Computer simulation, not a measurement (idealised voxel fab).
The following is a process module called voxel double patterning.
The figure presents cross-section cut, which has a width of 265 nm and is divided into square cells with an edge length of 5 nm.
Throughout this document, each cross-section is represented as a grid of square cells and is presented as a sequence of bands enumerated from the top downward, where a band comprises one or more rows of cells. A band entry consists of two parts. The first gives the height of the band's top and the height of its bottom, in nm. The rest lists the band's materials from left to right, each with its width in nm. A single material labelled with the word "full width" fills the band from edge to edge, and the word "air" marks empty space. All heights in this document are referenced to 0, defined as the level beneath which the wafer, as received, consists entirely of one material. The lowest band is not bounded below; it extends indefinitely downward and is written in the form "0..down". The two numbers in a width such as "30..40" mark its ends across the band: the first belongs to the top row of cells, the second to the bottom row, and from each row to the next the width moves by the same amount. The cross-section has no changed cell in any step marked "no alteration". "Entrapped voids" contains a list of empty spaces, each no smaller than 8 cells and without an open way to the top, written in the form width x height at distance with the distance from the left edge and all three in nm. Past the settings on a step's line: simulator remark, on that step. overlay nm: for a step with a mask, the amount by which the mask lay right of where it was planned; a negative amount means left of it.
Intended process steps
- 1: RECEIVE, material Si
- 2: CONFORMAL_DEP, material SiO2, thk nm 5
- 3: DIRECTIONAL_DEP, material W, thk nm 20
- 4: DIRECTIONAL_DEP, material SiCN, thk nm 10
- 5: PATTERN, tone open, mask id FIRST, material resist, width nm 15, pitch nm 50, thk nm 15, overlay nm 0
- 6: DIRECTIONAL_ETCH, etch materials SiCN, depth nm 10
- 7: STRIP, etch materials resist
- 8: PATTERN, tone open, mask id SECOND, material resist, width nm 15, thk nm 15, overlay nm 0
- 9: DIRECTIONAL_ETCH, etch materials SiCN, depth nm 10
- 10: STRIP, etch materials resist
- 11: DIRECTIONAL_ETCH, etch materials W, depth nm 20
- 12: STRIP, etch materials SiCN
Concerning the first of two wafers, which was run in accordance with the plan
Cross-sectional view of the wafer in its as-received condition, corresponding to the state after step 1
0..down = Si full width
Entrapped voids: none
Once step 2 is through, the wafer looks like this in cross-section
5..0 = SiO2 full width
Below 0, the layers are the same as they were.
Once step 3 is through, the wafer looks like this in cross-section
25..5 = W full width
Below 5, the layers are the same as they were.
Once step 4 is through, the wafer looks like this in cross-section
35..25 = SiCN full width
Below 25, the layers are the same as they were.
Once step 5 is through, the wafer looks like this in cross-section
50..35 = resist (100), then air (15), then resist (35), then air (15), then resist (100)
Below 35, the layers are the same as they were.
Once step 6 is through, the wafer looks like this in cross-section
50..35 = resist (100), then air (15), then resist (35), then air (15), then resist (100)
35..25 = SiCN (100), then air (15), then SiCN (35), then air (15), then SiCN (100)
Below 25, the layers are the same as they were.
Once step 7 is through, the wafer looks like this in cross-section
35..25 = SiCN (100), then air (15), then SiCN (35), then air (15), then SiCN (100)
Below 25, the layers are the same as they were.
Once step 8 is through, the wafer looks like this in cross-section
50..35 = resist (125), then air (15), then resist (125)
35..25 = SiCN (100), then resist (15), then SiCN (35), then resist (15), then SiCN (100)
Below 25, the layers are the same as they were.
Once step 9 is through, the wafer looks like this in cross-section
50..35 = resist (125), then air (15), then resist (125)
35..25 = SiCN (100), then resist (15), then SiCN (10), then air (15), then SiCN (10), then resist (15), then SiCN (100)
Below 25, the layers are the same as they were.
Once step 10 is through, the wafer looks like this in cross-section
35..25 = SiCN (100), then air (15), then SiCN (10), then air (15), then SiCN (10), then air (15), then SiCN (100)
Below 25, the layers are the same as they were.
Once step 11 is through, the wafer looks like this in cross-section
35..25 = SiCN (100), then air (15), then SiCN (10), then air (15), then SiCN (10), then air (15), then SiCN (100)
25..5 = W (100), then air (15), then W (10), then air (15), then W (10), then air (15), then W (100)
Below 5, the layers are the same as they were.
Once step 12 is through, the wafer looks like this in cross-section
25..5 = W (100), then air (15), then W (10), then air (15), then W (10), then air (15), then W (100)
Below 5, the layers are the same as they were.
The second wafer began exactly as the first did and followed the same plan, but one mistake was made while running it; through step 1 inclusive, the two wafers are identical
What the second wafer looks like in cross-section when step 2 should have wrapped up: no alteration
What the second wafer looks like in cross-section when step 3 should have wrapped up
20..0 = W full width
Below 0, the layers are the same as they were.
What the second wafer looks like in cross-section when step 4 should have wrapped up
30..20 = SiCN full width
Below 20, the layers are the same as they were.
What the second wafer looks like in cross-section when step 5 should have wrapped up
45..30 = resist (100), then air (15), then resist (35), then air (15), then resist (100)
Below 30, the layers are the same as they were.
What the second wafer looks like in cross-section when step 6 should have wrapped up
45..30 = resist (100), then air (15), then resist (35), then air (15), then resist (100)
30..20 = SiCN (100), then air (15), then SiCN (35), then air (15), then SiCN (100)
Below 20, the layers are the same as they were.
What the second wafer looks like in cross-section when step 7 should have wrapped up
30..20 = SiCN (100), then air (15), then SiCN (35), then air (15), then SiCN (100)
Below 20, the layers are the same as they were.
What the second wafer looks like in cross-section when step 8 should have wrapped up
45..30 = resist (125), then air (15), then resist (125)
30..20 = SiCN (100), then resist (15), then SiCN (35), then resist (15), then SiCN (100)
Below 20, the layers are the same as they were.
What the second wafer looks like in cross-section when step 9 should have wrapped up
45..30 = resist (125), then air (15), then resist (125)
30..20 = SiCN (100), then resist (15), then SiCN (10), then air (15), then SiCN (10), then resist (15), then SiCN (100)
Below 20, the layers are the same as they were.
What the second wafer looks like in cross-section when step 10 should have wrapped up
30..20 = SiCN (100), then air (15), then SiCN (10), then air (15), then SiCN (10), then air (15), then SiCN (100)
Below 20, the layers are the same as they were.
What the second wafer looks like in cross-section when step 11 should have wrapped up
30..20 = SiCN (100), then air (15), then SiCN (10), then air (15), then SiCN (10), then air (15), then SiCN (100)
20..0 = W (100), then air (15), then W (10), then air (15), then W (10), then air (15), then W (100)
Below 0, the layers are the same as they were.
What the second wafer looks like in cross-section when step 12 should have wrapped up
20..0 = W (100), then air (15), then W (10), then air (15), then W (10), then air (15), then W (100)
Below 0, the layers are the same as they were.
Plan not followed: the plan's step 2 went unexecuted, having been skipped
Cell-count delta at end, second wafer over first, by material: -53 SiO2
